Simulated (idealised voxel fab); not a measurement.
Name of the process module below: voxel wiring stack
The figure presents cross-section cut, which has a width of 255 nm and is divided into square cells with an edge length of 5 nm.
Cross-section = grid of square cells, listed top down in bands; band = one or more rows. The entry gives the band's vertical extent as a top height and a bottom height in nm, then its horizontal make-up as materials from left to right, each with a width in nm. "blank" stands for empty space; a single material marked "full width" fills the band edge to edge. Height reference: 0 = level under which incoming wafer is all one material. Lowest band: no bottom, runs on downward, e.g. "0 down". A two-number width, for instance "30..40", indicates that the width is equal to the first number in the top row of the band and to the second number in the bottom row, and that it changes by a constant amount per row of cells. Key: "nothing got changed" - step with no changed cell in the cross-section. Listed in "Voids lacking openings": every empty space of 8 or more cells without an open way to the top. Form: width x height at distance, the distance being from the left edge, all in nm. Post-settings text on a step line: simulator's own remark regarding the step. The optional step-line setting "overlay nm" applies to steps with a mask and quantifies how far to the right of its planned location the mask lay, a negative value indicating leftward placement.
**Below is the list of planned process steps**
| 1 | RECEIVE, material Si |
| 2 | CONFORMAL_DEP, material SiO2, thk nm 15 |
| 3 | DIRECTIONAL_DEP, material TiN, thk nm 5 |
| 4 | DIRECTIONAL_DEP, material W, thk nm 15 |
| 5 | DIRECTIONAL_DEP, material aC, thk nm 10 |
| 6 | PATTERN, tone cover, mask id METAL_1, material resist, width nm 30, pitch nm 50, thk nm 25, overlay nm 0 |
| 7 | DIRECTIONAL_ETCH, etch materials aC, depth nm 10 |
| 8 | STRIP, etch materials resist |
| 9 | DIRECTIONAL_ETCH, etch materials W, depth nm 15 |
| 10 | DIRECTIONAL_ETCH, etch materials TiN, depth nm 5 |
| 11 | STRIP, etch materials aC |
| 12 | FILL_DEP, material SiO2, thk nm 10 |
| 13 | CMP, height nm 35 |
| 14 | CONFORMAL_DEP, material SiCN, thk nm 5 |
| 15 | DIRECTIONAL_DEP, material lowk, thk nm 10 |
| 16 | PATTERN, tone open, mask id PLUG_1, material resist, width nm 15, pitch nm 50, thk nm 20, overlay nm 0 |
| 17 | DIRECTIONAL_ETCH, etch materials lowk, depth nm 10 |
| 18 | DIRECTIONAL_ETCH, etch materials SiCN, depth nm 5 |
| 19 | STRIP, etch materials resist |
| 20 | CONFORMAL_DEP, material TiN, thk nm 5 |
| 21 | FILL_DEP, material Ru, thk nm 5 |
| 22 | CMP, height nm 50 |
| 23 | DIRECTIONAL_DEP, material TiN, thk nm 5 |
| 24 | DIRECTIONAL_DEP, material Ru, thk nm 15 |
| 25 | DIRECTIONAL_DEP, material aC, thk nm 10 |
| 26 | PATTERN, tone cover, mask id METAL_2, material resist, width nm 30, pitch nm 50, thk nm 25, overlay nm 0 |
| 27 | DIRECTIONAL_ETCH, etch materials aC, depth nm 10 |
| 28 | STRIP, etch materials resist |
| 29 | DIRECTIONAL_ETCH, etch materials Ru, depth nm 15 |
| 30 | DIRECTIONAL_ETCH, etch materials TiN, depth nm 5 |
| 31 | STRIP, etch materials aC |
| 32 | CONFORMAL_DEP, material SiCN, thk nm 5 |
| 33 | FILL_DEP, material lowk, thk nm 10 |
| 34 | CMP, height nm 70 |
| 35 | CONFORMAL_DEP, material SiCN, thk nm 5 |
**Of two wafers, the first: run according to plan**
**Cross-section: wafer on arrival = after step 1**
  0 down | Si full width
  Voids lacking openings: none
**Cross-section: wafer state after step 2**
  15 to 0 | SiO2 full width
  Below 0 it's all the same as before, nothing changed down there.
**Cross-section: wafer state after step 3**
  20 to 15 | TiN full width
  Below 15 it's all the same as before, nothing changed down there.
**Cross-section: wafer state after step 4**
  35 to 20 | W full width
  Below 20 it's all the same as before, nothing changed down there.
**Cross-section: wafer state after step 5**
  45 to 35 | aC full width
  Below 35 it's all the same as before, nothing changed down there.
**Cross-section: wafer state after step 6**
  70 to 45 | blank=35; resist=30; blank=20; resist=30; blank=20; resist=30; blank=20; resist=30; blank=40
  Below 45 it's all the same as before, nothing changed down there.
**Cross-section: wafer state after step 7**
  60 to 45 | blank=35; resist=30; blank=20; resist=30; blank=20; resist=30; blank=20; resist=30; blank=40
  45 to 35 | blank=35; aC=30; blank=20; aC=30; blank=20; aC=30; blank=20; aC=30; blank=40
  Below 35 it's all the same as before, nothing changed down there.
**Cross-section: wafer state after step 8**
  45 to 35 | blank=35; aC=30; blank=20; aC=30; blank=20; aC=30; blank=20; aC=30; blank=40
  Below 35 it's all the same as before, nothing changed down there.
**Cross-section: wafer state after step 9**
  45 to 35 | blank=35; aC=30; blank=20; aC=30; blank=20; aC=30; blank=20; aC=30; blank=40
  35 to 20 | blank=35; W=30; blank=20; W=30; blank=20; W=30; blank=20; W=30; blank=40
  Below 20 it's all the same as before, nothing changed down there.
**Cross-section: wafer state after step 10**
  45 to 35 | blank=35; aC=30; blank=20; aC=30; blank=20; aC=30; blank=20; aC=30; blank=40
  35 to 20 | blank=35; W=30; blank=20; W=30; blank=20; W=30; blank=20; W=30; blank=40
  20 to 15 | blank=35; TiN=30; blank=20; TiN=30; blank=20; TiN=30; blank=20; TiN=30; blank=40
  Below 15 it's all the same as before, nothing changed down there.
**Cross-section: wafer state after step 11**
  35 to 20 | blank=35; W=30; blank=20; W=30; blank=20; W=30; blank=20; W=30; blank=40
  Below 20 it's all the same as before, nothing changed down there.
**Cross-section: wafer state after step 12**
  45 to 35 | SiO2 full width
  35 to 20 | SiO2=35; W=30; SiO2=20; W=30; SiO2=20; W=30; SiO2=20; W=30; SiO2=40
  20 to 15 | SiO2=35; TiN=30; SiO2=20; TiN=30; SiO2=20; TiN=30; SiO2=20; TiN=30; SiO2=40
  Below 15 it's all the same as before, nothing changed down there.
**Cross-section: wafer state after step 13**
  35 to 20 | SiO2=35; W=30; SiO2=20; W=30; SiO2=20; W=30; SiO2=20; W=30; SiO2=40
  Below 20 it's all the same as before, nothing changed down there.
**Cross-section: wafer state after step 14**
  40 to 35 | SiCN full width
  Below 35 it's all the same as before, nothing changed down there.
**Cross-section: wafer state after step 15**
  50 to 40 | lowk full width
  Below 40 it's all the same as before, nothing changed down there.
**Cross-section: wafer state after step 16**
  70 to 50 | resist=35; blank=15; resist=35; blank=15; resist=35; blank=15; resist=35; blank=15; resist=55
  Below 50 it's all the same as before, nothing changed down there.
**Cross-section: wafer state after step 17**
  70 to 50 | resist=35; blank=15; resist=35; blank=15; resist=35; blank=15; resist=35; blank=15; resist=55
  50 to 40 | lowk=35; blank=15; lowk=35; blank=15; lowk=35; blank=15; lowk=35; blank=15; lowk=55
  Below 40 it's all the same as before, nothing changed down there.
**Cross-section: wafer state after step 18**
  70 to 50 | resist=35; blank=15; resist=35; blank=15; resist=35; blank=15; resist=35; blank=15; resist=55
  50 to 40 | lowk=35; blank=15; lowk=35; blank=15; lowk=35; blank=15; lowk=35; blank=15; lowk=55
  40 to 35 | SiCN=35; blank=15; SiCN=35; blank=15; SiCN=35; blank=15; SiCN=35; blank=15; SiCN=55
  Below 35 it's all the same as before, nothing changed down there.
**Cross-section: wafer state after step 19**
  50 to 40 | lowk=35; blank=15; lowk=35; blank=15; lowk=35; blank=15; lowk=35; blank=15; lowk=55
  Below 40 it's all the same as before, nothing changed down there.
**Cross-section: wafer state after step 20**
  55 to 50 | TiN=40; blank=5; TiN=45; blank=5; TiN=45; blank=5; TiN=45; blank=5; TiN=60
  50 to 40 | lowk=35; TiN=5; blank=5; TiN=5; lowk=35; TiN=5; blank=5; TiN=5; lowk=35; TiN=5; blank=5; TiN=5; lowk=35; TiN=5; blank=5; TiN=5; lowk=55
  40 to 35 | SiCN=35; TiN=15; SiCN=35; TiN=15; SiCN=35; TiN=15; SiCN=35; TiN=15; SiCN=55
  Below 35 it's all the same as before, nothing changed down there.
**Cross-section: wafer state after step 21**
  60 to 55 | Ru full width
  55 to 50 | TiN=40; Ru=5; TiN=45; Ru=5; TiN=45; Ru=5; TiN=45; Ru=5; TiN=60
  50 to 40 | lowk=35; TiN=5; Ru=5; TiN=5; lowk=35; TiN=5; Ru=5; TiN=5; lowk=35; TiN=5; Ru=5; TiN=5; lowk=35; TiN=5; Ru=5; TiN=5; lowk=55
  Below 40 it's all the same as before, nothing changed down there.
**Cross-section: wafer state after step 22**
  50 to 40 | lowk=35; TiN=5; Ru=5; TiN=5; lowk=35; TiN=5; Ru=5; TiN=5; lowk=35; TiN=5; Ru=5; TiN=5; lowk=35; TiN=5; Ru=5; TiN=5; lowk=55
  Below 40 it's all the same as before, nothing changed down there.
**Cross-section: wafer state after step 23**
  55 to 50 | TiN full width
  Below 50 it's all the same as before, nothing changed down there.
**Cross-section: wafer state after step 24**
  70 to 55 | Ru full width
  Below 55 it's all the same as before, nothing changed down there.
**Cross-section: wafer state after step 25**
  80 to 70 | aC full width
  Below 70 it's all the same as before, nothing changed down there.
**Cross-section: wafer state after step 26**
  105 to 80 | blank=35; resist=30; blank=20; resist=30; blank=20; resist=30; blank=20; resist=30; blank=40
  Below 80 it's all the same as before, nothing changed down there.
**Cross-section: wafer state after step 27**
  95 to 80 | blank=35; resist=30; blank=20; resist=30; blank=20; resist=30; blank=20; resist=30; blank=40
  80 to 70 | blank=35; aC=30; blank=20; aC=30; blank=20; aC=30; blank=20; aC=30; blank=40
  Below 70 it's all the same as before, nothing changed down there.
**Cross-section: wafer state after step 28**
  80 to 70 | blank=35; aC=30; blank=20; aC=30; blank=20; aC=30; blank=20; aC=30; blank=40
  Below 70 it's all the same as before, nothing changed down there.
**Cross-section: wafer state after step 29**
  80 to 70 | blank=35; aC=30; blank=20; aC=30; blank=20; aC=30; blank=20; aC=30; blank=40
  70 to 55 | blank=35; Ru=30; blank=20; Ru=30; blank=20; Ru=30; blank=20; Ru=30; blank=40
  Below 55 it's all the same as before, nothing changed down there.
**Cross-section: wafer state after step 30**
  80 to 70 | blank=35; aC=30; blank=20; aC=30; blank=20; aC=30; blank=20; aC=30; blank=40
  70 to 55 | blank=35; Ru=30; blank=20; Ru=30; blank=20; Ru=30; blank=20; Ru=30; blank=40
  55 to 50 | blank=35; TiN=30; blank=20; TiN=30; blank=20; TiN=30; blank=20; TiN=30; blank=40
  Below 50 it's all the same as before, nothing changed down there.
**Cross-section: wafer state after step 31**
  70 to 55 | blank=35; Ru=30; blank=20; Ru=30; blank=20; Ru=30; blank=20; Ru=30; blank=40
  Below 55 it's all the same as before, nothing changed down there.
**Cross-section: wafer state after step 32**
  75 to 70 | blank=30; SiCN=40; blank=10; SiCN=40; blank=10; SiCN=40; blank=10; SiCN=40; blank=35
  70 to 55 | blank=30; SiCN=5; Ru=30; SiCN=5; blank=10; SiCN=5; Ru=30; SiCN=5; blank=10; SiCN=5; Ru=30; SiCN=5; blank=10; SiCN=5; Ru=30; SiCN=5; blank=35
  55 to 50 | SiCN=35; TiN=30; SiCN=20; TiN=30; SiCN=20; TiN=30; SiCN=20; TiN=30; SiCN=40
  Below 50 it's all the same as before, nothing changed down there.
**Cross-section: wafer state after step 33**
  85 to 75 | lowk full width
  75 to 70 | lowk=30; SiCN=40; lowk=10; SiCN=40; lowk=10; SiCN=40; lowk=10; SiCN=40; lowk=35
  70 to 55 | lowk=30; SiCN=5; Ru=30; SiCN=5; lowk=10; SiCN=5; Ru=30; SiCN=5; lowk=10; SiCN=5; Ru=30; SiCN=5; lowk=10; SiCN=5; Ru=30; SiCN=5; lowk=35
  Below 55 it's all the same as before, nothing changed down there.
**Cross-section: wafer state after step 34**
  70 to 55 | lowk=30; SiCN=5; Ru=30; SiCN=5; lowk=10; SiCN=5; Ru=30; SiCN=5; lowk=10; SiCN=5; Ru=30; SiCN=5; lowk=10; SiCN=5; Ru=30; SiCN=5; lowk=35
  Below 55 it's all the same as before, nothing changed down there.
**Cross-section: wafer state after step 35**
  75 to 70 | SiCN full width
  Below 70 it's all the same as before, nothing changed down there.
**second wafer: like start, like plan, one mistake. Through step 1 it matches the first wafer**
**Cross-section of the second wafer when, according to plan, step 2 should have finished**
  30 to 0 | SiO2 full width
  Below 0 it's all the same as before, nothing changed down there.
**Cross-section of the second wafer when, according to plan, step 3 should have finished**
  35 to 30 | TiN full width
  Below 30 it's all the same as before, nothing changed down there.
**Cross-section of the second wafer when, according to plan, step 4 should have finished**
  50 to 35 | W full width
  Below 35 it's all the same as before, nothing changed down there.
**Cross-section of the second wafer when, according to plan, step 5 should have finished**
  60 to 50 | aC full width
  Below 50 it's all the same as before, nothing changed down there.
**Cross-section of the second wafer when, according to plan, step 6 should have finished**
  85 to 60 | blank=35; resist=30; blank=20; resist=30; blank=20; resist=30; blank=20; resist=30; blank=40
  Below 60 it's all the same as before, nothing changed down there.
**Cross-section of the second wafer when, according to plan, step 7 should have finished**
  75 to 60 | blank=35; resist=30; blank=20; resist=30; blank=20; resist=30; blank=20; resist=30; blank=40
  60 to 50 | blank=35; aC=30; blank=20; aC=30; blank=20; aC=30; blank=20; aC=30; blank=40
  Below 50 it's all the same as before, nothing changed down there.
**Cross-section of the second wafer when, according to plan, step 8 should have finished**
  60 to 50 | blank=35; aC=30; blank=20; aC=30; blank=20; aC=30; blank=20; aC=30; blank=40
  Below 50 it's all the same as before, nothing changed down there.
**Cross-section of the second wafer when, according to plan, step 9 should have finished**
  60 to 50 | blank=35; aC=30; blank=20; aC=30; blank=20; aC=30; blank=20; aC=30; blank=40
  50 to 35 | blank=35; W=30; blank=20; W=30; blank=20; W=30; blank=20; W=30; blank=40
  Below 35 it's all the same as before, nothing changed down there.
**Cross-section of the second wafer when, according to plan, step 10 should have finished**
  60 to 50 | blank=35; aC=30; blank=20; aC=30; blank=20; aC=30; blank=20; aC=30; blank=40
  50 to 35 | blank=35; W=30; blank=20; W=30; blank=20; W=30; blank=20; W=30; blank=40
  35 to 30 | blank=35; TiN=30; blank=20; TiN=30; blank=20; TiN=30; blank=20; TiN=30; blank=40
  Below 30 it's all the same as before, nothing changed down there.
**Cross-section of the second wafer when, according to plan, step 11 should have finished**
  50 to 35 | blank=35; W=30; blank=20; W=30; blank=20; W=30; blank=20; W=30; blank=40
  Below 35 it's all the same as before, nothing changed down there.
**Cross-section of the second wafer when, according to plan, step 12 should have finished**
  60 to 50 | SiO2 full width
  50 to 35 | SiO2=35; W=30; SiO2=20; W=30; SiO2=20; W=30; SiO2=20; W=30; SiO2=40
  35 to 30 | SiO2=35; TiN=30; SiO2=20; TiN=30; SiO2=20; TiN=30; SiO2=20; TiN=30; SiO2=40
  Below 30 it's all the same as before, nothing changed down there.
**Cross-section of the second wafer when, according to plan, step 13 should have finished**
  35 to 30 | SiO2=35; TiN=30; SiO2=20; TiN=30; SiO2=20; TiN=30; SiO2=20; TiN=30; SiO2=40
  Below 30 it's all the same as before, nothing changed down there.
**Cross-section of the second wafer when, according to plan, step 14 should have finished**
  40 to 35 | SiCN full width
  Below 35 it's all the same as before, nothing changed down there.
**Cross-section of the second wafer when, according to plan, step 15 should have finished**
  50 to 40 | lowk full width
  Below 40 it's all the same as before, nothing changed down there.
**Cross-section of the second wafer when, according to plan, step 16 should have finished**
  70 to 50 | resist=35; blank=15; resist=35; blank=15; resist=35; blank=15; resist=35; blank=15; resist=55
  Below 50 it's all the same as before, nothing changed down there.
**Cross-section of the second wafer when, according to plan, step 17 should have finished**
  70 to 50 | resist=35; blank=15; resist=35; blank=15; resist=35; blank=15; resist=35; blank=15; resist=55
  50 to 40 | lowk=35; blank=15; lowk=35; blank=15; lowk=35; blank=15; lowk=35; blank=15; lowk=55
  Below 40 it's all the same as before, nothing changed down there.
**Cross-section of the second wafer when, according to plan, step 18 should have finished**
  70 to 50 | resist=35; blank=15; resist=35; blank=15; resist=35; blank=15; resist=35; blank=15; resist=55
  50 to 40 | lowk=35; blank=15; lowk=35; blank=15; lowk=35; blank=15; lowk=35; blank=15; lowk=55
  40 to 35 | SiCN=35; blank=15; SiCN=35; blank=15; SiCN=35; blank=15; SiCN=35; blank=15; SiCN=55
  Below 35 it's all the same as before, nothing changed down there.
**Cross-section of the second wafer when, according to plan, step 19 should have finished**
  50 to 40 | lowk=35; blank=15; lowk=35; blank=15; lowk=35; blank=15; lowk=35; blank=15; lowk=55
  Below 40 it's all the same as before, nothing changed down there.
**Cross-section of the second wafer when, according to plan, step 20 should have finished**
  55 to 50 | TiN=40; blank=5; TiN=45; blank=5; TiN=45; blank=5; TiN=45; blank=5; TiN=60
  50 to 40 | lowk=35; TiN=5; blank=5; TiN=5; lowk=35; TiN=5; blank=5; TiN=5; lowk=35; TiN=5; blank=5; TiN=5; lowk=35; TiN=5; blank=5; TiN=5; lowk=55
  40 to 35 | SiCN=35; TiN=15; SiCN=35; TiN=15; SiCN=35; TiN=15; SiCN=35; TiN=15; SiCN=55
  Below 35 it's all the same as before, nothing changed down there.
**Cross-section of the second wafer when, according to plan, step 21 should have finished**
  60 to 55 | Ru full width
  55 to 50 | TiN=40; Ru=5; TiN=45; Ru=5; TiN=45; Ru=5; TiN=45; Ru=5; TiN=60
  50 to 40 | lowk=35; TiN=5; Ru=5; TiN=5; lowk=35; TiN=5; Ru=5; TiN=5; lowk=35; TiN=5; Ru=5; TiN=5; lowk=35; TiN=5; Ru=5; TiN=5; lowk=55
  Below 40 it's all the same as before, nothing changed down there.
**Cross-section of the second wafer when, according to plan, step 22 should have finished**
  50 to 40 | lowk=35; TiN=5; Ru=5; TiN=5; lowk=35; TiN=5; Ru=5; TiN=5; lowk=35; TiN=5; Ru=5; TiN=5; lowk=35; TiN=5; Ru=5; TiN=5; lowk=55
  Below 40 it's all the same as before, nothing changed down there.
**Cross-section of the second wafer when, according to plan, step 23 should have finished**
  55 to 50 | TiN full width
  Below 50 it's all the same as before, nothing changed down there.
**Cross-section of the second wafer when, according to plan, step 24 should have finished**
  70 to 55 | Ru full width
  Below 55 it's all the same as before, nothing changed down there.
**Cross-section of the second wafer when, according to plan, step 25 should have finished**
  80 to 70 | aC full width
  Below 70 it's all the same as before, nothing changed down there.
**Cross-section of the second wafer when, according to plan, step 26 should have finished**
  105 to 80 | blank=35; resist=30; blank=20; resist=30; blank=20; resist=30; blank=20; resist=30; blank=40
  Below 80 it's all the same as before, nothing changed down there.
**Cross-section of the second wafer when, according to plan, step 27 should have finished**
  95 to 80 | blank=35; resist=30; blank=20; resist=30; blank=20; resist=30; blank=20; resist=30; blank=40
  80 to 70 | blank=35; aC=30; blank=20; aC=30; blank=20; aC=30; blank=20; aC=30; blank=40
  Below 70 it's all the same as before, nothing changed down there.
**Cross-section of the second wafer when, according to plan, step 28 should have finished**
  80 to 70 | blank=35; aC=30; blank=20; aC=30; blank=20; aC=30; blank=20; aC=30; blank=40
  Below 70 it's all the same as before, nothing changed down there.
**Cross-section of the second wafer when, according to plan, step 29 should have finished**
  80 to 70 | blank=35; aC=30; blank=20; aC=30; blank=20; aC=30; blank=20; aC=30; blank=40
  70 to 55 | blank=35; Ru=30; blank=20; Ru=30; blank=20; Ru=30; blank=20; Ru=30; blank=40
  Below 55 it's all the same as before, nothing changed down there.
**Cross-section of the second wafer when, according to plan, step 30 should have finished**
  80 to 70 | blank=35; aC=30; blank=20; aC=30; blank=20; aC=30; blank=20; aC=30; blank=40
  70 to 55 | blank=35; Ru=30; blank=20; Ru=30; blank=20; Ru=30; blank=20; Ru=30; blank=40
  55 to 50 | blank=35; TiN=30; blank=20; TiN=30; blank=20; TiN=30; blank=20; TiN=30; blank=40
  Below 50 it's all the same as before, nothing changed down there.
**Cross-section of the second wafer when, according to plan, step 31 should have finished**
  70 to 55 | blank=35; Ru=30; blank=20; Ru=30; blank=20; Ru=30; blank=20; Ru=30; blank=40
  Below 55 it's all the same as before, nothing changed down there.
**Cross-section of the second wafer when, according to plan, step 32 should have finished**
  75 to 70 | blank=30; SiCN=40; blank=10; SiCN=40; blank=10; SiCN=40; blank=10; SiCN=40; blank=35
  70 to 55 | blank=30; SiCN=5; Ru=30; SiCN=5; blank=10; SiCN=5; Ru=30; SiCN=5; blank=10; SiCN=5; Ru=30; SiCN=5; blank=10; SiCN=5; Ru=30; SiCN=5; blank=35
  55 to 50 | SiCN=35; TiN=30; SiCN=20; TiN=30; SiCN=20; TiN=30; SiCN=20; TiN=30; SiCN=40
  Below 50 it's all the same as before, nothing changed down there.
**Cross-section of the second wafer when, according to plan, step 33 should have finished**
  85 to 75 | lowk full width
  75 to 70 | lowk=30; SiCN=40; lowk=10; SiCN=40; lowk=10; SiCN=40; lowk=10; SiCN=40; lowk=35
  70 to 55 | lowk=30; SiCN=5; Ru=30; SiCN=5; lowk=10; SiCN=5; Ru=30; SiCN=5; lowk=10; SiCN=5; Ru=30; SiCN=5; lowk=10; SiCN=5; Ru=30; SiCN=5; lowk=35
  Below 55 it's all the same as before, nothing changed down there.
**Cross-section of the second wafer when, according to plan, step 34 should have finished**
  70 to 55 | lowk=30; SiCN=5; Ru=30; SiCN=5; lowk=10; SiCN=5; Ru=30; SiCN=5; lowk=10; SiCN=5; Ru=30; SiCN=5; lowk=10; SiCN=5; Ru=30; SiCN=5; lowk=35
  Below 55 it's all the same as before, nothing changed down there.
**Cross-section of the second wafer when, according to plan, step 35 should have finished**
  75 to 70 | SiCN full width
  Below 70 it's all the same as before, nothing changed down there.
What was the processing mistake? twice, step 2 of the plan was run
Materials where the second wafer ends with more or fewer cells than the first: SiO2: 72 more; W: 72 fewer
